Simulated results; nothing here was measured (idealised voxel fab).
Process module heading - voxel capacitor over wiring
We display cut, a cross-section 280 nm in width whose square cells are each 5 nm.
We lay out every cross-section as a grid of square cells and spell it out in bands from the top down, where one band means one or more rows of cells.
Quick guide to a band line: top height, bottom height (nm) up front; then every material left to right with its width in nm. Only one material and it's marked "throughout"? Then it fills the band edge to edge. And "empty" just means empty space.
Counting heights begins at 0, where everything beneath is, in the wafer as received, one material. The lowest band has no bottom; it goes on downwards, as "top 0, no bottom" shows.
Width spec "30..40" -> top row of cells at first value, bottom row at second value, equal per-row change in between.
It should be understood that the words "no change occurred", when stated for a given step, signify that the cross-section underwent no change in any of its cells during that step.
Any empty space of 8 cells or more lacking an open way to the top shows up in "Trapped cavities" as width x height at distance, distance from the left edge, in nm.
Where a step's line continues beyond its settings, the continuation is a remark by the simulator itself on that step.
Steps that use a mask can have "overlay nm" on their line. It says how far the mask sat to the right of where it was meant to be. Negative means to the left.

This section lists the process steps that were planned:
1 RECEIVE, material Si
2 CONFORMAL_DEP, material SiO2, thk nm 10
3 DIRECTIONAL_DEP, material TiN, thk nm 5
4 DIRECTIONAL_DEP, material W, thk nm 20
5 MASKED_ETCH, tone cover, mask id METAL_1, width nm 25, pitch nm 85, etch materials W, depth nm 20, overlay nm 0
6 MASKED_ETCH, tone cover, mask id METAL_1, width nm 25, pitch nm 85, etch materials TiN, depth nm 5, overlay nm 0
7 CONFORMAL_DEP, material SiN, thk nm 5
8 FILL_DEP, material lowk, thk nm 5
9 CMP, height nm 35
10 CONFORMAL_DEP, material SiCN, thk nm 5
11 DIRECTIONAL_DEP, material SiO2, thk nm 15
12 PATTERN, tone open, mask id PLUG_1, material resist, width nm 15, thk nm 15, overlay nm 0
13 DIRECTIONAL_ETCH, etch materials SiO2, depth nm 15
14 DIRECTIONAL_ETCH, etch materials SiCN, depth nm 5
15 STRIP, etch materials resist
16 EPI, material Ru, thk nm 10
17 EPI, material Ru, thk nm 10
18 DIRECTIONAL_DEP, material TiN, thk nm 10
19 DIRECTIONAL_DEP, material HfO2, thk nm 5
20 DIRECTIONAL_DEP, material TiN, thk nm 5
21 DIRECTIONAL_DEP, material aC, thk nm 15
22 PATTERN, tone cover, mask id UPPER_PLATE, material resist, width nm 65, thk nm 30, overlay nm 0
23 DIRECTIONAL_ETCH, etch materials aC, depth nm 15
24 STRIP, etch materials resist
25 DIRECTIONAL_ETCH, etch materials TiN, depth nm 5
26 DIRECTIONAL_ETCH, etch materials HfO2, depth nm 5
27 STRIP, etch materials aC
28 DIRECTIONAL_DEP, material aC, thk nm 15
29 PATTERN, tone cover, mask id LOWER_PLATE, material resist, width nm 75, thk nm 35, overlay nm 0
30 DIRECTIONAL_ETCH, etch materials aC, depth nm 15
31 STRIP, etch materials resist
32 DIRECTIONAL_ETCH, etch materials TiN, depth nm 10
33 STRIP, etch materials aC
34 FILL_DEP, material SiO2, thk nm 15
35 CMP, height nm 85
36 DIRECTIONAL_DEP, material aC, thk nm 15
37 PATTERN, tone open, mask id PLUG_2, material resist, width nm 15, thk nm 35, overlay nm 0
38 DIRECTIONAL_ETCH, etch materials aC, depth nm 15
39 STRIP, etch materials resist
40 DIRECTIONAL_ETCH, etch materials SiO2, depth nm 10
41 STRIP, etch materials aC
42 CONFORMAL_DEP, material TiN, thk nm 5
43 FILL_DEP, material Cu, thk nm 5
44 CMP, height nm 85
45 CONFORMAL_DEP, material SiCN, thk nm 5

The first of two wafers, run as planned:

The cross-section here shows the wafer as received, i.e. in its state after step 1:
	top 0, no bottom | Si throughout
	Trapped cavities: none

Cross-section of the wafer after step 2:
	top 10, bottom 0 | SiO2 throughout
	Below 0 it's all the same as before, nothing changed down there.

Cross-section of the wafer after step 3:
	top 15, bottom 10 | TiN throughout
	Below 10 it's all the same as before, nothing changed down there.

Cross-section of the wafer after step 4:
	top 35, bottom 15 | W throughout
	Below 15 it's all the same as before, nothing changed down there.

Cross-section of the wafer after step 5:
	top 35, bottom 15 | 85 of empty, then 25 of W, then 60 of empty, then 25 of W, then 85 of empty
	Below 15 it's all the same as before, nothing changed down there.

Cross-section of the wafer after step 6:
	top 35, bottom 15 | 85 of empty, then 25 of W, then 60 of empty, then 25 of W, then 85 of empty
	top 15, bottom 10 | 85 of empty, then 25 of TiN, then 60 of empty, then 25 of TiN, then 85 of empty
	Below 10 it's all the same as before, nothing changed down there.

Cross-section of the wafer after step 7:
	top 40, bottom 35 | 80 of empty, then 35 of SiN, then 50 of empty, then 35 of SiN, then 80 of empty
	top 35, bottom 15 | 80 of empty, then 5 of SiN, then 25 of W, then 5 of SiN, then 50 of empty, then 5 of SiN, then 25 of W, then 5 of SiN, then 80 of empty
	top 15, bottom 10 | 85 of SiN, then 25 of TiN, then 60 of SiN, then 25 of TiN, then 85 of SiN
	Below 10 it's all the same as before, nothing changed down there.

Cross-section of the wafer after step 8:
	top 45, bottom 40 | lowk throughout
	top 40, bottom 35 | 80 of lowk, then 35 of SiN, then 50 of lowk, then 35 of SiN, then 80 of lowk
	top 35, bottom 15 | 80 of lowk, then 5 of SiN, then 25 of W, then 5 of SiN, then 50 of lowk, then 5 of SiN, then 25 of W, then 5 of SiN, then 80 of lowk
	Below 15 it's all the same as before, nothing changed down there.

Cross-section of the wafer after step 9:
	top 35, bottom 15 | 80 of lowk, then 5 of SiN, then 25 of W, then 5 of SiN, then 50 of lowk, then 5 of SiN, then 25 of W, then 5 of SiN, then 80 of lowk
	Below 15 it's all the same as before, nothing changed down there.

Cross-section of the wafer after step 10:
	top 40, bottom 35 | SiCN throughout
	Below 35 it's all the same as before, nothing changed down there.

Cross-section of the wafer after step 11:
	top 55, bottom 40 | SiO2 throughout
	Below 40 it's all the same as before, nothing changed down there.

Cross-section of the wafer after step 12:
	top 70, bottom 55 | 95 of resist, then 15 of empty, then 170 of resist
	Below 55 it's all the same as before, nothing changed down there.

Cross-section of the wafer after step 13:
	top 70, bottom 55 | 95 of resist, then 15 of empty, then 170 of resist
	top 55, bottom 40 | 95 of SiO2, then 15 of empty, then 170 of SiO2
	Below 40 it's all the same as before, nothing changed down there.

Cross-section of the wafer after step 14:
	top 70, bottom 55 | 95 of resist, then 15 of empty, then 170 of resist
	top 55, bottom 40 | 95 of SiO2, then 15 of empty, then 170 of SiO2
	top 40, bottom 35 | 95 of SiCN, then 15 of empty, then 170 of SiCN
	Below 35 it's all the same as before, nothing changed down there.

Cross-section of the wafer after step 15:
	top 55, bottom 40 | 95 of SiO2, then 15 of empty, then 170 of SiO2
	Below 40 it's all the same as before, nothing changed down there.

Cross-section of the wafer after step 16:
	top 55, bottom 45 | 95 of SiO2, then 15 of empty, then 170 of SiO2
	top 45, bottom 40 | 95 of SiO2, then 15 of Ru, then 170 of SiO2
	top 40, bottom 35 | 95 of SiCN, then 15 of Ru, then 170 of SiCN
	Below 35 it's all the same as before, nothing changed down there.

Cross-section of the wafer after step 17:
	top 55, bottom 40 | 95 of SiO2, then 15 of Ru, then 170 of SiO2
	Below 40 it's all the same as before, nothing changed down there.

Cross-section of the wafer after step 18:
	top 65, bottom 55 | TiN throughout
	Below 55 it's all the same as before, nothing changed down there.

Cross-section of the wafer after step 19:
	top 70, bottom 65 | HfO2 throughout
	Below 65 it's all the same as before, nothing changed down there.

Cross-section of the wafer after step 20:
	top 75, bottom 70 | TiN throughout
	Below 70 it's all the same as before, nothing changed down there.

Cross-section of the wafer after step 21:
	top 90, bottom 75 | aC throughout
	Below 75 it's all the same as before, nothing changed down there.

Cross-section of the wafer after step 22:
	top 120, bottom 90 | 95 of empty, then 65 of resist, then 120 of empty
	Below 90 it's all the same as before, nothing changed down there.

Cross-section of the wafer after step 23:
	top 105, bottom 90 | 95 of empty, then 65 of resist, then 120 of empty
	top 90, bottom 75 | 95 of empty, then 65 of aC, then 120 of empty
	Below 75 it's all the same as before, nothing changed down there.

Cross-section of the wafer after step 24:
	top 90, bottom 75 | 95 of empty, then 65 of aC, then 120 of empty
	Below 75 it's all the same as before, nothing changed down there.

Cross-section of the wafer after step 25:
	top 90, bottom 75 | 95 of empty, then 65 of aC, then 120 of empty
	top 75, bottom 70 | 95 of empty, then 65 of TiN, then 120 of empty
	Below 70 it's all the same as before, nothing changed down there.

Cross-section of the wafer after step 26:
	top 90, bottom 75 | 95 of empty, then 65 of aC, then 120 of empty
	top 75, bottom 70 | 95 of empty, then 65 of TiN, then 120 of empty
	top 70, bottom 65 | 95 of empty, then 65 of HfO2, then 120 of empty
	Below 65 it's all the same as before, nothing changed down there.

Cross-section of the wafer after step 27:
	top 75, bottom 70 | 95 of empty, then 65 of TiN, then 120 of empty
	Below 70 it's all the same as before, nothing changed down there.

Cross-section of the wafer after step 28:
	top 90, bottom 80 | 95 of empty, then 65 of aC, then 120 of empty
	top 80, bottom 75 | aC throughout
	top 75, bottom 70 | 95 of aC, then 65 of TiN, then 120 of aC
	top 70, bottom 65 | 95 of aC, then 65 of HfO2, then 120 of aC
	Below 65 it's all the same as before, nothing changed down there.

Cross-section of the wafer after step 29:
	top 125, bottom 90 | 90 of empty, then 75 of resist, then 115 of empty
	top 90, bottom 80 | 90 of empty, then 5 of resist, then 65 of aC, then 5 of resist, then 115 of empty
	Below 80 it's all the same as before, nothing changed down there.

Cross-section of the wafer after step 30:
	top 110, bottom 90 | 90 of empty, then 75 of resist, then 115 of empty
	top 90, bottom 80 | 90 of empty, then 5 of resist, then 65 of aC, then 5 of resist, then 115 of empty
	top 80, bottom 75 | 90 of empty, then 75 of aC, then 115 of empty
	top 75, bottom 70 | 90 of empty, then 5 of aC, then 65 of TiN, then 5 of aC, then 115 of empty
	top 70, bottom 65 | 90 of empty, then 5 of aC, then 65 of HfO2, then 5 of aC, then 115 of empty
	Below 65 it's all the same as before, nothing changed down there.

Cross-section of the wafer after step 31:
	top 90, bottom 80 | 95 of empty, then 65 of aC, then 120 of empty
	Below 80 it's all the same as before, nothing changed down there.

Cross-section of the wafer after step 32:
	top 90, bottom 80 | 95 of empty, then 65 of aC, then 120 of empty
	top 80, bottom 75 | 90 of empty, then 75 of aC, then 115 of empty
	top 75, bottom 70 | 90 of empty, then 5 of aC, then 65 of TiN, then 5 of aC, then 115 of empty
	top 70, bottom 65 | 90 of empty, then 5 of aC, then 65 of HfO2, then 5 of aC, then 115 of empty
	top 65, bottom 55 | 90 of empty, then 75 of TiN, then 115 of empty
	Below 55 it's all the same as before, nothing changed down there.

Cross-section of the wafer after step 33:
	top 75, bottom 70 | 95 of empty, then 65 of TiN, then 120 of empty
	top 70, bottom 65 | 95 of empty, then 65 of HfO2, then 120 of empty
	Below 65 it's all the same as before, nothing changed down there.

Cross-section of the wafer after step 34:
	top 90, bottom 75 | SiO2 throughout
	top 75, bottom 70 | 95 of SiO2, then 65 of TiN, then 120 of SiO2
	top 70, bottom 65 | 95 of SiO2, then 65 of HfO2, then 120 of SiO2
	top 65, bottom 55 | 90 of SiO2, then 75 of TiN, then 115 of SiO2
	Below 55 it's all the same as before, nothing changed down there.

Cross-section of the wafer after step 35:
	top 85, bottom 75 | SiO2 throughout
	Below 75 it's all the same as before, nothing changed down there.

Cross-section of the wafer after step 36:
	top 100, bottom 85 | aC throughout
	Below 85 it's all the same as before, nothing changed down there.

Cross-section of the wafer after step 37:
	top 135, bottom 100 | 105 of resist, then 15 of empty, then 160 of resist
	Below 100 it's all the same as before, nothing changed down there.

Cross-section of the wafer after step 38:
	top 120, bottom 100 | 105 of resist, then 15 of empty, then 160 of resist
	top 100, bottom 85 | 105 of aC, then 15 of empty, then 160 of aC
	Below 85 it's all the same as before, nothing changed down there.

Cross-section of the wafer after step 39:
	top 100, bottom 85 | 105 of aC, then 15 of empty, then 160 of aC
	Below 85 it's all the same as before, nothing changed down there.

Cross-section of the wafer after step 40:
	top 100, bottom 85 | 105 of aC, then 15 of empty, then 160 of aC
	top 85, bottom 75 | 105 of SiO2, then 15 of empty, then 160 of SiO2
	Below 75 it's all the same as before, nothing changed down there.

Cross-section of the wafer after step 41:
	top 85, bottom 75 | 105 of SiO2, then 15 of empty, then 160 of SiO2
	Below 75 it's all the same as before, nothing changed down there.

Cross-section of the wafer after step 42:
	top 90, bottom 85 | 110 of TiN, then 5 of empty, then 165 of TiN
	top 85, bottom 80 | 105 of SiO2, then 5 of TiN, then 5 of empty, then 5 of TiN, then 160 of SiO2
	top 80, bottom 70 | 105..95 of SiO2, then 15..65 of TiN, then 160..120 of SiO2
	Below 70 it's all the same as before, nothing changed down there.

Cross-section of the wafer after step 43:
	top 95, bottom 90 | Cu throughout
	top 90, bottom 85 | 110 of TiN, then 5 of Cu, then 165 of TiN
	top 85, bottom 80 | 105 of SiO2, then 5 of TiN, then 5 of Cu, then 5 of TiN, then 160 of SiO2
	Below 80 it's all the same as before, nothing changed down there.

Cross-section of the wafer after step 44:
	top 85, bottom 80 | 105 of SiO2, then 5 of TiN, then 5 of Cu, then 5 of TiN, then 160 of SiO2
	Below 80 it's all the same as before, nothing changed down there.

Cross-section of the wafer after step 45:
	top 90, bottom 85 | SiCN throughout
	Below 85 it's all the same as before, nothing changed down there.

The Second Wafer: Common Origin and Plan, One Mistake in Execution, Identical to the First Through Step 4:

Cross-section, second wafer, at the end time the plan gives for step 5:
	top 35, bottom 15 | 85 of W, then 25 of empty, then 60 of W, then 25 of empty, then 85 of W
	Below 15 it's all the same as before, nothing changed down there.

Cross-section, second wafer, at the end time the plan gives for step 6: no change occurred

Cross-section, second wafer, at the end time the plan gives for step 7:
	top 40, bottom 35 | 90 of SiN, then 15 of empty, then 70 of SiN, then 15 of empty, then 90 of SiN
	top 35, bottom 20 | 85 of W, then 5 of SiN, then 15 of empty, then 5 of SiN, then 60 of W, then 5 of SiN, then 15 of empty, then 5 of SiN, then 85 of W
	top 20, bottom 15 | 85 of W, then 25 of SiN, then 60 of W, then 25 of SiN, then 85 of W
	Below 15 it's all the same as before, nothing changed down there.

Cross-section, second wafer, at the end time the plan gives for step 8:
	top 45, bottom 40 | lowk throughout
	top 40, bottom 35 | 90 of SiN, then 15 of lowk, then 70 of SiN, then 15 of lowk, then 90 of SiN
	top 35, bottom 20 | 85 of W, then 5 of SiN, then 15 of lowk, then 5 of SiN, then 60 of W, then 5 of SiN, then 15 of lowk, then 5 of SiN, then 85 of W
	Below 20 it's all the same as before, nothing changed down there.

Cross-section, second wafer, at the end time the plan gives for step 9:
	top 35, bottom 20 | 85 of W, then 5 of SiN, then 15 of lowk, then 5 of SiN, then 60 of W, then 5 of SiN, then 15 of lowk, then 5 of SiN, then 85 of W
	Below 20 it's all the same as before, nothing changed down there.

Cross-section, second wafer, at the end time the plan gives for step 10:
	top 40, bottom 35 | SiCN throughout
	Below 35 it's all the same as before, nothing changed down there.

Cross-section, second wafer, at the end time the plan gives for step 11:
	top 55, bottom 40 | SiO2 throughout
	Below 40 it's all the same as before, nothing changed down there.

Cross-section, second wafer, at the end time the plan gives for step 12:
	top 70, bottom 55 | 95 of resist, then 15 of empty, then 170 of resist
	Below 55 it's all the same as before, nothing changed down there.

Cross-section, second wafer, at the end time the plan gives for step 13:
	top 70, bottom 55 | 95 of resist, then 15 of empty, then 170 of resist
	top 55, bottom 40 | 95 of SiO2, then 15 of empty, then 170 of SiO2
	Below 40 it's all the same as before, nothing changed down there.

Cross-section, second wafer, at the end time the plan gives for step 14:
	top 70, bottom 55 | 95 of resist, then 15 of empty, then 170 of resist
	top 55, bottom 40 | 95 of SiO2, then 15 of empty, then 170 of SiO2
	top 40, bottom 35 | 95 of SiCN, then 15 of empty, then 170 of SiCN
	Below 35 it's all the same as before, nothing changed down there.

Cross-section, second wafer, at the end time the plan gives for step 15:
	top 55, bottom 40 | 95 of SiO2, then 15 of empty, then 170 of SiO2
	Below 40 it's all the same as before, nothing changed down there.

Cross-section, second wafer, at the end time the plan gives for step 16: no change occurred

Cross-section, second wafer, at the end time the plan gives for step 17: no change occurred

Cross-section, second wafer, at the end time the plan gives for step 18:
	top 65, bottom 55 | 95 of TiN, then 15 of empty, then 170 of TiN
	top 55, bottom 45 | 95 of SiO2, then 15 of empty, then 170 of SiO2
	top 45, bottom 40 | 95 of SiO2, then 15 of TiN, then 170 of SiO2
	top 40, bottom 35 | 95 of SiCN, then 15 of TiN, then 170 of SiCN
	Below 35 it's all the same as before, nothing changed down there.

Cross-section, second wafer, at the end time the plan gives for step 19:
	top 70, bottom 65 | 95 of HfO2, then 15 of empty, then 170 of HfO2
	top 65, bottom 55 | 95 of TiN, then 15 of empty, then 170 of TiN
	top 55, bottom 50 | 95 of SiO2, then 15 of empty, then 170 of SiO2
	top 50, bottom 45 | 95 of SiO2, then 15 of HfO2, then 170 of SiO2
	Below 45 it's all the same as before, nothing changed down there.

Cross-section, second wafer, at the end time the plan gives for step 20:
	top 75, bottom 70 | 95 of TiN, then 15 of empty, then 170 of TiN
	top 70, bottom 65 | 95 of HfO2, then 15 of empty, then 170 of HfO2
	top 65, bottom 55 | 95 of TiN, then 15 of empty, then 170 of TiN
	top 55, bottom 50 | 95 of SiO2, then 15 of TiN, then 170 of SiO2
	Below 50 it's all the same as before, nothing changed down there.

Cross-section, second wafer, at the end time the plan gives for step 21:
	top 90, bottom 75 | 95 of aC, then 15 of empty, then 170 of aC
	top 75, bottom 70 | 95 of TiN, then 15 of empty, then 170 of TiN
	top 70, bottom 65 | 95 of HfO2, then 15 of aC, then 170 of HfO2
	top 65, bottom 55 | 95 of TiN, then 15 of aC, then 170 of TiN
	Below 55 it's all the same as before, nothing changed down there.

Cross-section, second wafer, at the end time the plan gives for step 22:
	top 120, bottom 90 | 95 of empty, then 65 of resist, then 120 of empty
	top 90, bottom 75 | 95 of aC, then 15 of resist, then 170 of aC
	top 75, bottom 70 | 95 of TiN, then 15 of resist, then 170 of TiN
	Below 70 it's all the same as before, nothing changed down there.

Cross-section, second wafer, at the end time the plan gives for step 23:
	top 105, bottom 90 | 95 of empty, then 65 of resist, then 120 of empty
	top 90, bottom 75 | 95 of empty, then 15 of resist, then 50 of aC, then 120 of empty
	Below 75 it's all the same as before, nothing changed down there.

Cross-section, second wafer, at the end time the plan gives for step 24:
	top 90, bottom 75 | 110 of empty, then 50 of aC, then 120 of empty
	top 75, bottom 70 | 95 of TiN, then 15 of empty, then 170 of TiN
	Below 70 it's all the same as before, nothing changed down there.

Cross-section, second wafer, at the end time the plan gives for step 25:
	top 90, bottom 75 | 110 of empty, then 50 of aC, then 120 of empty
	top 75, bottom 70 | 110 of empty, then 50 of TiN, then 120 of empty
	Below 70 it's all the same as before, nothing changed down there.

Cross-section, second wafer, at the end time the plan gives for step 26:
	top 90, bottom 75 | 110 of empty, then 50 of aC, then 120 of empty
	top 75, bottom 70 | 110 of empty, then 50 of TiN, then 120 of empty
	top 70, bottom 65 | 95 of empty, then 15 of aC, then 50 of HfO2, then 120 of empty
	Below 65 it's all the same as before, nothing changed down there.

Cross-section, second wafer, at the end time the plan gives for step 27:
	top 75, bottom 70 | 110 of empty, then 50 of TiN, then 120 of empty
	top 70, bottom 65 | 110 of empty, then 50 of HfO2, then 120 of empty
	top 65, bottom 55 | 95 of TiN, then 15 of empty, then 170 of TiN
	Below 55 it's all the same as before, nothing changed down there.

Cross-section, second wafer, at the end time the plan gives for step 28:
	top 90, bottom 80 | 110 of empty, then 50 of aC, then 120 of empty
	top 80, bottom 75 | 95 of aC, then 15 of empty, then 170 of aC
	top 75, bottom 70 | 95 of aC, then 15 of empty, then 50 of TiN, then 120 of aC
	top 70, bottom 65 | 110 of aC, then 50 of HfO2, then 120 of aC
	top 65, bottom 55 | 95 of TiN, then 15 of aC, then 170 of TiN
	Below 55 it's all the same as before, nothing changed down there.

Cross-section, second wafer, at the end time the plan gives for step 29:
	top 125, bottom 90 | 90 of empty, then 75 of resist, then 115 of empty
	top 90, bottom 80 | 90 of empty, then 20 of resist, then 50 of aC, then 5 of resist, then 115 of empty
	top 80, bottom 75 | 95 of aC, then 15 of resist, then 170 of aC
	top 75, bottom 70 | 95 of aC, then 15 of resist, then 50 of TiN, then 120 of aC
	Below 70 it's all the same as before, nothing changed down there.

Cross-section, second wafer, at the end time the plan gives for step 30:
	top 110, bottom 90 | 90 of empty, then 75 of resist, then 115 of empty
	top 90, bottom 80 | 90 of empty, then 20 of resist, then 50 of aC, then 5 of resist, then 115 of empty
	top 80, bottom 75 | 90 of empty, then 5 of aC, then 15 of resist, then 55 of aC, then 115 of empty
	top 75, bottom 70 | 90 of empty, then 5 of aC, then 15 of resist, then 50 of TiN, then 5 of aC, then 115 of empty
	top 70, bottom 65 | 90 of empty, then 20 of aC, then 50 of HfO2, then 5 of aC, then 115 of empty
	Below 65 it's all the same as before, nothing changed down there.

Cross-section, second wafer, at the end time the plan gives for step 31:
	top 90, bottom 80 | 110 of empty, then 50 of aC, then 120 of empty
	top 80, bottom 75 | 90 of empty, then 5 of aC, then 15 of empty, then 55 of aC, then 115 of empty
	top 75, bottom 70 | 90 of empty, then 5 of aC, then 15 of empty, then 50 of TiN, then 5 of aC, then 115 of empty
	Below 70 it's all the same as before, nothing changed down there.

Cross-section, second wafer, at the end time the plan gives for step 32:
	top 90, bottom 80 | 110 of empty, then 50 of aC, then 120 of empty
	top 80, bottom 75 | 90 of empty, then 5 of aC, then 15 of empty, then 55 of aC, then 115 of empty
	top 75, bottom 70 | 90 of empty, then 5 of aC, then 15 of empty, then 50 of TiN, then 5 of aC, then 115 of empty
	top 70, bottom 65 | 90 of empty, then 20 of aC, then 50 of HfO2, then 5 of aC, then 115 of empty
	top 65, bottom 55 | 90 of empty, then 5 of TiN, then 15 of aC, then 55 of TiN, then 115 of empty
	Below 55 it's all the same as before, nothing changed down there.

Cross-section, second wafer, at the end time the plan gives for step 33:
	top 75, bottom 70 | 110 of empty, then 50 of TiN, then 120 of empty
	top 70, bottom 65 | 110 of empty, then 50 of HfO2, then 120 of empty
	top 65, bottom 55 | 90 of empty, then 5 of TiN, then 15 of empty, then 55 of TiN, then 115 of empty
	Below 55 it's all the same as before, nothing changed down there.

Cross-section, second wafer, at the end time the plan gives for step 34:
	top 90, bottom 75 | SiO2 throughout
	top 75, bottom 70 | 110 of SiO2, then 50 of TiN, then 120 of SiO2
	top 70, bottom 65 | 110 of SiO2, then 50 of HfO2, then 120 of SiO2
	top 65, bottom 55 | 90 of SiO2, then 5 of TiN, then 15 of SiO2, then 55 of TiN, then 115 of SiO2
	Below 55 it's all the same as before, nothing changed down there.

Cross-section, second wafer, at the end time the plan gives for step 35:
	top 85, bottom 75 | SiO2 throughout
	Below 75 it's all the same as before, nothing changed down there.

Cross-section, second wafer, at the end time the plan gives for step 36:
	top 100, bottom 85 | aC throughout
	Below 85 it's all the same as before, nothing changed down there.

Cross-section, second wafer, at the end time the plan gives for step 37:
	top 135, bottom 100 | 105 of resist, then 15 of empty, then 160 of resist
	Below 100 it's all the same as before, nothing changed down there.

Cross-section, second wafer, at the end time the plan gives for step 38:
	top 120, bottom 100 | 105 of resist, then 15 of empty, then 160 of resist
	top 100, bottom 85 | 105 of aC, then 15 of empty, then 160 of aC
	Below 85 it's all the same as before, nothing changed down there.

Cross-section, second wafer, at the end time the plan gives for step 39:
	top 100, bottom 85 | 105 of aC, then 15 of empty, then 160 of aC
	Below 85 it's all the same as before, nothing changed down there.

Cross-section, second wafer, at the end time the plan gives for step 40:
	top 100, bottom 85 | 105 of aC, then 15 of empty, then 160 of aC
	top 85, bottom 75 | 105 of SiO2, then 15 of empty, then 160 of SiO2
	Below 75 it's all the same as before, nothing changed down there.

Cross-section, second wafer, at the end time the plan gives for step 41:
	top 85, bottom 75 | 105 of SiO2, then 15 of empty, then 160 of SiO2
	Below 75 it's all the same as before, nothing changed down there.

Cross-section, second wafer, at the end time the plan gives for step 42:
	top 90, bottom 85 | 110 of TiN, then 5 of empty, then 165 of TiN
	top 85, bottom 80 | 105 of SiO2, then 5 of TiN, then 5 of empty, then 5 of TiN, then 160 of SiO2
	top 80, bottom 70 | 105..110 of SiO2, then 15..50 of TiN, then 160..120 of SiO2
	Below 70 it's all the same as before, nothing changed down there.

Cross-section, second wafer, at the end time the plan gives for step 43:
	top 95, bottom 90 | Cu throughout
	top 90, bottom 85 | 110 of TiN, then 5 of Cu, then 165 of TiN
	top 85, bottom 80 | 105 of SiO2, then 5 of TiN, then 5 of Cu, then 5 of TiN, then 160 of SiO2
	Below 80 it's all the same as before, nothing changed down there.

Cross-section, second wafer, at the end time the plan gives for step 44:
	top 85, bottom 80 | 105 of SiO2, then 5 of TiN, then 5 of Cu, then 5 of TiN, then 160 of SiO2
	Below 80 it's all the same as before, nothing changed down there.

Cross-section, second wafer, at the end time the plan gives for step 45:
	top 90, bottom 85 | SiCN throughout
	Below 85 it's all the same as before, nothing changed down there.
Error vs. plan: step 5 ran differently from the plan; actual operation with settings: MASKED_ETCH, tone open, mask id METAL_1, width nm 25, pitch nm 85, etch materials W, depth nm 20, overlay nm 0
In the final state, the cell counts of the second wafer exceed or fall short of those of the first for the following materials: Ru: 12 fewer | SiN: 40 fewer | SiO2: 12 more | TiN: 46 more | W: 144 more | lowk: 150 fewer
